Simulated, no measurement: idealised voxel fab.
process module | voxel ribs on slabs
cross-section cut | 210 nm wide | cells 5 nm
A cross-section is a grid of square cells, given in bands from the top down. A band is one or more rows of cells.
Each band's line starts with the height of the band's top and of its bottom, in nm. Then come its materials from left to right, each with its width in nm. One material with "throughout" fills the band from edge to edge. "air" is empty space.
Height 0 is the level under which the wafer as received is all one material. The lowest band goes on downwards, as in "0 down".
A width such as "30 to 40" changes by the same amount from each row of cells to the next, from the band's top row to its bottom row.
"no change" after a step means that no cell of the cross-section changed.
closed voids: empty space of 8 cells or more with no open way to the top, each as width x height at its distance from the left edge, in nm
after a step's settings: what the simulator itself notes on the step
overlay nm, on a step with a mask: how far to the right of its planned place the mask lay; to the left if negative
plan
1 op RECEIVE | material Si
2 op DIRECTIONAL_DEP | material SiO2 | thk nm 20
3 op DIRECTIONAL_DEP | material SiN | thk nm 20
4 op PATTERN | tone cover | mask id RIB | material resist | width nm 30 | thk nm 20 | overlay nm 0
5 op DIRECTIONAL_ETCH | etch materials SiN | depth nm 15
6 op STRIP | etch materials resist
7 op PATTERN | tone cover | mask id SLAB | material resist | width nm 90 | thk nm 20 | overlay nm 0
8 op DIRECTIONAL_ETCH | etch materials SiN | depth nm 5
9 op STRIP | etch materials resist
10 op FILL_DEP | material SiO2 | thk nm 15
11 op CMP | height nm 50
12 op DIRECTIONAL_DEP | material W | thk nm 5
13 op PATTERN | tone cover | mask id HEATER | material resist | width nm 40 | thk nm 20 | overlay nm 0
14 op DIRECTIONAL_ETCH | etch materials W | depth nm 5
15 op STRIP | etch materials resist
16 op CONFORMAL_DEP | material SiN | thk nm 5
first wafer, as planned
as received, after step 1
  0 down: Si throughout
  closed voids: none
after step 2
  20 to 0: SiO2 throughout
  below 0: unchanged
after step 3
  40 to 20: SiN throughout
  below 20: unchanged
after step 4
  60 to 40: air 90 | resist 30 | air 90
  below 40: unchanged
after step 5
  60 to 40: air 90 | resist 30 | air 90
  40 to 25: air 90 | SiN 30 | air 90
  below 25: unchanged
after step 6
  40 to 25: air 90 | SiN 30 | air 90
  below 25: unchanged
after step 7
  60 to 40: air 60 | resist 90 | air 60
  40 to 25: air 60 | resist 30 | SiN 30 | resist 30 | air 60
  below 25: unchanged
after step 8
  60 to 40: air 60 | resist 90 | air 60
  40 to 25: air 60 | resist 30 | SiN 30 | resist 30 | air 60
  25 to 20: air 60 | SiN 90 | air 60
  below 20: unchanged
after step 9
  40 to 25: air 90 | SiN 30 | air 90
  below 25: unchanged
after step 10
  55 to 40: SiO2 throughout
  40 to 25: SiO2 90 | SiN 30 | SiO2 90
  25 to 20: SiO2 60 | SiN 90 | SiO2 60
  below 20: unchanged
after step 11
  50 to 40: SiO2 throughout
  below 40: unchanged
after step 12
  55 to 50: W throughout
  below 50: unchanged
after step 13
  75 to 55: air 85 | resist 40 | air 85
  below 55: unchanged
after step 14
  75 to 55: air 85 | resist 40 | air 85
  55 to 50: air 85 | W 40 | air 85
  below 50: unchanged
after step 15
  55 to 50: air 85 | W 40 | air 85
  below 50: unchanged
after step 16
  60 to 55: air 80 | SiN 50 | air 80
  55 to 50: SiN 85 | W 40 | SiN 85
  below 50: unchanged
second wafer: like start, like plan, one mistake. Through step 3 it matches the first wafer
when step 4 should have ended
  60 to 40: resist 90 | air 30 | resist 90
  below 40: unchanged
when step 5 should have ended
  60 to 40: resist 90 | air 30 | resist 90
  40 to 25: SiN 90 | air 30 | SiN 90
  below 25: unchanged
when step 6 should have ended
  40 to 25: SiN 90 | air 30 | SiN 90
  below 25: unchanged
when step 7 should have ended
  60 to 40: air 60 | resist 90 | air 60
  40 to 25: SiN 90 | resist 30 | SiN 90
  below 25: unchanged
when step 8 should have ended
  60 to 40: air 60 | resist 90 | air 60
  40 to 35: air 60 | SiN 30 | resist 30 | SiN 30 | air 60
  below 35: unchanged
when step 9 should have ended
  40 to 35: air 60 | SiN 30 | air 30 | SiN 30 | air 60
  35 to 25: SiN 90 | air 30 | SiN 90
  below 25: unchanged
when step 10 should have ended
  55 to 40: SiO2 throughout
  40 to 35: SiO2 60 | SiN 30 | SiO2 30 | SiN 30 | SiO2 60
  35 to 25: SiN 90 | SiO2 30 | SiN 90
  below 25: unchanged
when step 11 should have ended
  50 to 40: SiO2 throughout
  below 40: unchanged
when step 12 should have ended
  55 to 50: W throughout
  below 50: unchanged
when step 13 should have ended
  75 to 55: air 85 | resist 40 | air 85
  below 55: unchanged
when step 14 should have ended
  75 to 55: air 85 | resist 40 | air 85
  55 to 50: air 85 | W 40 | air 85
  below 50: unchanged
when step 15 should have ended
  55 to 50: air 85 | W 40 | air 85
  below 50: unchanged
when step 16 should have ended
  60 to 55: air 80 | SiN 50 | air 80
  55 to 50: SiN 85 | W 40 | SiN 85
  below 50: unchanged
what went wrong: step 4 ran as: op PATTERN | tone open | mask id RIB | material resist | width nm 30 | thk nm 20 | overlay nm 0
at the end the second wafer has, in cells: 90 more of SiN | 90 fewer of SiO2
